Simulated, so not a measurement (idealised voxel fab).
The following is a process module called voxel fin reveal.
This is section cut - it's 250 nm across, gridded in 5 nm square cells.
Cross-section = grid of square cells, listed top down in bands; band = one or more rows. Quick guide to a band line: top height, bottom height (nm) up front; then every material left to right with its width in nm. Only one material and it's marked "everywhere"? Then it fills the band edge to edge. And "blank" just means empty space. Heights are expressed relative to 0, this being the level below which the as-received wafer comprises one material exclusively. The lowest band is unbounded in the downward direction and is denoted as in "0 down". Top row gets the first number, bottom row gets the second, and each row in between changes by the same step: that is how a band width like "30 to 40" works. No cell of the cross-section changed in a step that is given as "no modification". "Voids, fully enclosed" - sealed voids, min. 8 cells, no opening to top; format: width x height at distance (distance from left edge; nm throughout). On each step's line, the part that comes after the settings is the simulator's own comment on the step. If you see "overlay nm" on a step's line and that step has a mask, it's telling you how far right of where it was planned the mask ended up; a negative number means it went left instead.

[This section lists the process steps that were planned]
1,op RECEIVE | material Si
2,op CONFORMAL_DEP | material SiN | thk nm 5
3,op PATTERN | tone cover | mask id FINS | material resist | width nm 15 | pitch nm 45 | thk nm 20 | overlay nm 0
4,op DIRECTIONAL_ETCH | etch materials SiN | depth nm 5
5,op DIRECTIONAL_ETCH | etch materials Si | depth nm 35
6,op STRIP | etch materials resist
7,op FILL_DEP | material SiO2 | thk nm 5
8,op CMP | height nm 5
9,op SELECTIVE_ETCH | etch materials SiO2 | depth nm 15
10,op STRIP | etch materials SiN
11,op CONFORMAL_DEP | material HfO2 | thk nm 5

[Of two wafers, the first: run according to plan]

[Cross-sectional view of the wafer in its as-received condition, corresponding to the state after step 1]
  0 down | Si everywhere
  Voids, fully enclosed: none

[Once step 2 is through, the wafer looks like this in cross-section]
  5 to 0 | SiN everywhere
  below 0: unchanged

[Once step 3 is through, the wafer looks like this in cross-section]
  25 to 5 | blank: 50 / resist: 15 / blank: 30 / resist: 15 / blank: 30 / resist: 15 / blank: 30 / resist: 15 / blank: 50
  below 5: unchanged

[Once step 4 is through, the wafer looks like this in cross-section]
  25 to 5 | blank: 50 / resist: 15 / blank: 30 / resist: 15 / blank: 30 / resist: 15 / blank: 30 / resist: 15 / blank: 50
  5 to 0 | blank: 50 / SiN: 15 / blank: 30 / SiN: 15 / blank: 30 / SiN: 15 / blank: 30 / SiN: 15 / blank: 50
  below 0: unchanged

[Once step 5 is through, the wafer looks like this in cross-section]
  25 to 5 | blank: 50 / resist: 15 / blank: 30 / resist: 15 / blank: 30 / resist: 15 / blank: 30 / resist: 15 / blank: 50
  5 to 0 | blank: 50 / SiN: 15 / blank: 30 / SiN: 15 / blank: 30 / SiN: 15 / blank: 30 / SiN: 15 / blank: 50
  0 to -35 | blank: 50 / Si: 15 / blank: 30 / Si: 15 / blank: 30 / Si: 15 / blank: 30 / Si: 15 / blank: 50
  below -35: unchanged

[Once step 6 is through, the wafer looks like this in cross-section]
  5 to 0 | blank: 50 / SiN: 15 / blank: 30 / SiN: 15 / blank: 30 / SiN: 15 / blank: 30 / SiN: 15 / blank: 50
  below 0: unchanged

[Once step 7 is through, the wafer looks like this in cross-section]
  10 to 5 | SiO2 everywhere
  5 to 0 | SiO2: 50 / SiN: 15 / SiO2: 30 / SiN: 15 / SiO2: 30 / SiN: 15 / SiO2: 30 / SiN: 15 / SiO2: 50
  0 to -35 | SiO2: 50 / Si: 15 / SiO2: 30 / Si: 15 / SiO2: 30 / Si: 15 / SiO2: 30 / Si: 15 / SiO2: 50
  below -35: unchanged

[Once step 8 is through, the wafer looks like this in cross-section]
  5 to 0 | SiO2: 50 / SiN: 15 / SiO2: 30 / SiN: 15 / SiO2: 30 / SiN: 15 / SiO2: 30 / SiN: 15 / SiO2: 50
  below 0: unchanged

[Once step 9 is through, the wafer looks like this in cross-section]
  5 to 0 | blank: 50 / SiN: 15 / blank: 30 / SiN: 15 / blank: 30 / SiN: 15 / blank: 30 / SiN: 15 / blank: 50
  0 to -10 | blank: 50 / Si: 15 / blank: 30 / Si: 15 / blank: 30 / Si: 15 / blank: 30 / Si: 15 / blank: 50
  below -10: unchanged

[Once step 10 is through, the wafer looks like this in cross-section]
  0 to -10 | blank: 50 / Si: 15 / blank: 30 / Si: 15 / blank: 30 / Si: 15 / blank: 30 / Si: 15 / blank: 50
  below -10: unchanged

[Once step 11 is through, the wafer looks like this in cross-section]
  5 to 0 | blank: 45 / HfO2: 25 / blank: 20 / HfO2: 25 / blank: 20 / HfO2: 25 / blank: 20 / HfO2: 25 / blank: 45
  0 to -5 | blank: 45 / HfO2: 5 / Si: 15 / HfO2: 5 / blank: 20 / HfO2: 5 / Si: 15 / HfO2: 5 / blank: 20 / HfO2: 5 / Si: 15 / HfO2: 5 / blank: 20 / HfO2: 5 / Si: 15 / HfO2: 5 / blank: 45
  -5 to -10 | HfO2: 50 / Si: 15 / HfO2: 30 / Si: 15 / HfO2: 30 / Si: 15 / HfO2: 30 / Si: 15 / HfO2: 50
  below -10: unchanged

[Wafer two of two - same starting point, same process plan, one mistake in execution; matches wafer one up to and including step 2]

[Cross-section of the second wafer at the time by which step 3 should have been completed according to the plan]
  25 to 5 | resist: 50 / blank: 15 / resist: 30 / blank: 15 / resist: 30 / blank: 15 / resist: 30 / blank: 15 / resist: 50
  below 5: unchanged

[Cross-section of the second wafer at the time by which step 4 should have been completed according to the plan]
  25 to 5 | resist: 50 / blank: 15 / resist: 30 / blank: 15 / resist: 30 / blank: 15 / resist: 30 / blank: 15 / resist: 50
  5 to 0 | SiN: 50 / blank: 15 / SiN: 30 / blank: 15 / SiN: 30 / blank: 15 / SiN: 30 / blank: 15 / SiN: 50
  below 0: unchanged

[Cross-section of the second wafer at the time by which step 5 should have been completed according to the plan]
  25 to 5 | resist: 50 / blank: 15 / resist: 30 / blank: 15 / resist: 30 / blank: 15 / resist: 30 / blank: 15 / resist: 50
  5 to 0 | SiN: 50 / blank: 15 / SiN: 30 / blank: 15 / SiN: 30 / blank: 15 / SiN: 30 / blank: 15 / SiN: 50
  0 to -35 | Si: 50 / blank: 15 / Si: 30 / blank: 15 / Si: 30 / blank: 15 / Si: 30 / blank: 15 / Si: 50
  below -35: unchanged

[Cross-section of the second wafer at the time by which step 6 should have been completed according to the plan]
  5 to 0 | SiN: 50 / blank: 15 / SiN: 30 / blank: 15 / SiN: 30 / blank: 15 / SiN: 30 / blank: 15 / SiN: 50
  below 0: unchanged

[Cross-section of the second wafer at the time by which step 7 should have been completed according to the plan]
  10 to 5 | SiO2 everywhere
  5 to 0 | SiN: 50 / SiO2: 15 / SiN: 30 / SiO2: 15 / SiN: 30 / SiO2: 15 / SiN: 30 / SiO2: 15 / SiN: 50
  0 to -35 | Si: 50 / SiO2: 15 / Si: 30 / SiO2: 15 / Si: 30 / SiO2: 15 / Si: 30 / SiO2: 15 / Si: 50
  below -35: unchanged

[Cross-section of the second wafer at the time by which step 8 should have been completed according to the plan]
  5 to 0 | SiN: 50 / SiO2: 15 / SiN: 30 / SiO2: 15 / SiN: 30 / SiO2: 15 / SiN: 30 / SiO2: 15 / SiN: 50
  below 0: unchanged

[Cross-section of the second wafer at the time by which step 9 should have been completed according to the plan]
  5 to 0 | SiN: 50 / blank: 15 / SiN: 30 / blank: 15 / SiN: 30 / blank: 15 / SiN: 30 / blank: 15 / SiN: 50
  0 to -10 | Si: 50 / blank: 15 / Si: 30 / blank: 15 / Si: 30 / blank: 15 / Si: 30 / blank: 15 / Si: 50
  below -10: unchanged

[Cross-section of the second wafer at the time by which step 10 should have been completed according to the plan]
  0 to -10 | Si: 50 / blank: 15 / Si: 30 / blank: 15 / Si: 30 / blank: 15 / Si: 30 / blank: 15 / Si: 50
  below -10: unchanged

[Cross-section of the second wafer at the time by which step 11 should have been completed according to the plan]
  5 to 0 | HfO2: 55 / blank: 5 / HfO2: 40 / blank: 5 / HfO2: 40 / blank: 5 / HfO2: 40 / blank: 5 / HfO2: 55
  0 to -5 | Si: 50 / HfO2: 5 / blank: 5 / HfO2: 5 / Si: 30 / HfO2: 5 / blank: 5 / HfO2: 5 / Si: 30 / HfO2: 5 / blank: 5 / HfO2: 5 / Si: 30 / HfO2: 5 / blank: 5 / HfO2: 5 / Si: 50
  -5 to -10 | Si: 50 / HfO2: 15 / Si: 30 / HfO2: 15 / Si: 30 / HfO2: 15 / Si: 30 / HfO2: 15 / Si: 50
  below -10: unchanged
Where did the run depart from the plan? step 3 was run on a setting that differed from the plan, and what really ran there is op PATTERN | tone open | mask id FINS | material resist | width nm 15 | pitch nm 45 | thk nm 20 | overlay nm 0
at the end the second wafer has, in cells: 182 more of Si, 130 fewer of SiO2
